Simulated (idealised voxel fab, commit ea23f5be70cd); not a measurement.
The process module that follows is named voxel transistor to metal.
Section shown: cut. Width: 265 nm. Cell size: 5 nm, square.
If you're reading a cross-section in this doc, picture square cells in a grid; it comes to you as bands, top ones listed first down to the bottom, and a band can be one or more rows of cells. The band entry comprises the height of the band's top followed by the height of its bottom, expressed in nm, and subsequently the band's materials from left to right, each stated together with its width in nm. Where a single material is marked with the word "full width", that material fills the band from edge to edge. The word "air" represents empty space. Height datum 0, below which the as-received substrate wafer is one material. Lowest band open at the bottom, running downward: "0 and below". Note: "30->40" means the width goes from the first number (top row of the band) to the second number (bottom row) in equal steps per row of cells. When a step is marked "nothing was modified", none of the cells in the cross-section changed during that step. The list in "Fully enclosed voids" covers empty spaces of 8 cells or more that cannot reach the top through any open way, and it gives each as width x height at distance; the distance is from the left edge, and width, height and distance are in nm. That trailing text on a step's line, after the settings, is the simulator's own remark on the step. The "overlay nm" setting may appear on a step's line; for a step that uses a mask, it gives how far to the right of its planned position the mask lay, and a negative value indicates the left.

SO HERE'S THE LINEUP OF PROCESS STEPS WE PLANNED
- 1: RECEIVE,material Si
- 2: OXIDIZE,depth nm 5
- 3: CONFORMAL_DEP,material SiN,thk nm 10
- 4: PATTERN,tone cover,mask id ACTIVE,material resist,width nm 100,pitch nm 125,thk nm 20,overlay nm 0
- 5: DIRECTIONAL_ETCH,etch materials SiN,depth nm 10
- 6: DIRECTIONAL_ETCH,etch materials SiO2,depth nm 5
- 7: DIRECTIONAL_ETCH,etch materials Si,depth nm 20
- 8: STRIP,etch materials resist
- 9: OXIDIZE,depth nm 5
- 10: FILL_DEP,material SiO2,thk nm 10
- 11: CMP,height nm 10
- 12: SELECTIVE_ETCH,etch materials SiO2,depth nm 10
- 13: STRIP,etch materials SiN
- 14: SELECTIVE_ETCH,etch materials SiO2,depth nm 5
- 15: OXIDIZE,depth nm 5
- 16: DIRECTIONAL_DEP,material polySi,thk nm 30
- 17: DIRECTIONAL_DEP,material SiCN,thk nm 10
- 18: MASKED_ETCH,tone cover,mask id GATE,width nm 20,pitch nm 125,etch materials SiCN,depth nm 20,overlay nm 0
- 19: MASKED_ETCH,tone cover,mask id GATE,width nm 20,pitch nm 125,etch materials polySi,depth nm 40,overlay nm 0
- 20: CONFORMAL_DEP,material SiN,thk nm 5
- 21: DIRECTIONAL_ETCH,etch materials SiN,depth nm 5
- 22: DIRECTIONAL_ETCH,etch materials SiO2,depth nm 5
- 23: EPI,material nSi,thk nm 5
- 24: FILL_DEP,material SiO2,thk nm 5
- 25: CMP,height nm 35
- 26: DIRECTIONAL_DEP,material SiO2,thk nm 15
- 27: MASKED_ETCH,tone open,mask id CONTACT,width nm 15,etch materials SiO2,depth nm 55,overlay nm 0
- 28: CONFORMAL_DEP,material TiN,thk nm 5
- 29: FILL_DEP,material W,thk nm 10
- 30: CMP,height nm 50
- 31: CONFORMAL_DEP,material SiN,thk nm 5
- 32: DIRECTIONAL_DEP,material lowk,thk nm 15
- 33: PATTERN,tone open,mask id METAL_1,material resist,width nm 15,thk nm 15,overlay nm 0
- 34: DIRECTIONAL_ETCH,etch materials lowk,depth nm 15
- 35: DIRECTIONAL_ETCH,etch materials SiN,depth nm 5
- 36: STRIP,etch materials resist
- 37: CONFORMAL_DEP,material TiN,thk nm 5
- 38: FILL_DEP,material Ru,thk nm 10
- 39: CMP,height nm 70
- 40: EPI,material Ru,thk nm 5
- 41: FILL_DEP,material SiCN,thk nm 5
- 42: DIRECTIONAL_DEP,material lowk,thk nm 35
- 43: DIRECTIONAL_DEP,material aC,thk nm 15
- 44: PATTERN,tone open,mask id METAL_2,material resist,width nm 15,pitch nm 125,thk nm 30,overlay nm 0
- 45: DIRECTIONAL_ETCH,etch materials aC,depth nm 15
- 46: STRIP,etch materials resist
- 47: DIRECTIONAL_ETCH,etch materials lowk,depth nm 20
- 48: STRIP,etch materials aC
- 49: PATTERN,tone open,mask id METAL_2_HOLES,material resist,width nm 15,pitch nm 125,thk nm 15,overlay nm 0
- 50: DIRECTIONAL_ETCH,etch materials lowk,depth nm 15
- 51: DIRECTIONAL_ETCH,etch materials SiCN,depth nm 5
- 52: STRIP,etch materials resist
- 53: CONFORMAL_DEP,material TiN,thk nm 5
- 54: FILL_DEP,material Ru,thk nm 5
- 55: CMP,height nm 115
- 56: CONFORMAL_DEP,material SiN,thk nm 5

CROSS-SECTION OF THE WAFER AT RECEIPT, WHICH IS THE CONDITION AFTER STEP 1
* 0 and below = Si full width
* Fully enclosed voids: none

FINAL WAFER PROFILE IN CROSS-SECTION AFTER THE MODULE, FROM THE SAME START AND PLAN AS ABOVE, WITH ONE MISTAKE MADE DURING PROCESSING
* 120 down to 115 = SiN full width
* 115 down to 80 = lowk 30; TiN 5; Ru 5; TiN 5; lowk 110; TiN 5; Ru 5; TiN 5; lowk 95
* 80 down to 75 = SiCN 30; TiN 15; SiCN 110; TiN 15; SiCN 95
* 75 down to 70 = SiCN 25; Ru 25; SiCN 40; Ru 25; SiCN 35; Ru 25; SiCN 40; Ru 25; SiCN 25
* 70 down to 65 = SiN 30; TiN 15; SiN 50; TiN 15; SiN 45; TiN 15; SiN 50; TiN 15; SiN 30
* 65 down to 50 = lowk full width
* 50 down to 35 = SiO2 30; TiN 5; W 5; TiN 5; SiO2 50; TiN 5; W 5; TiN 5; SiO2 45; TiN 5; W 5; TiN 5; SiO2 50; TiN 5; W 5; TiN 5; SiO2 30
* 35 down to 25 = SiO2 30; TiN 5; W 5; TiN 5; SiO2 10; SiN 5; SiCN 20; SiN 5; SiO2 10; TiN 5; W 5; TiN 5; SiO2 45; TiN 5; W 5; TiN 5; SiO2 10; SiN 5; SiCN 20; SiN 5; SiO2 10; TiN 5; W 5; TiN 5; SiO2 30
* 25 down to 0 = SiO2 30; TiN 5; W 5; TiN 5; SiO2 10; SiN 5; polySi 20; SiN 5; SiO2 10; TiN 5; W 5; TiN 5; SiO2 45; TiN 5; W 5; TiN 5; SiO2 10; SiN 5; polySi 20; SiN 5; SiO2 10; TiN 5; W 5; TiN 5; SiO2 30
* 0 down to -5 = SiO2 30; TiN 15; SiO2 10; SiN 5; polySi 20; SiN 5; SiO2 10; TiN 15; SiO2 45; TiN 15; SiO2 10; SiN 5; polySi 20; SiN 5; SiO2 10; TiN 15; SiO2 30
* -5 down to -10 = SiO2 20; nSi 35; SiO2 30; nSi 35; SiO2 25; nSi 35; SiO2 30; nSi 35; SiO2 20
* -10 down to -30 = SiO2 25; Si 90; SiO2 35; Si 90; SiO2 25
* -30 and below = Si full width
* Fully enclosed voids: none
Finding, execution versus plan: plan steps 31 and 32 run swapped
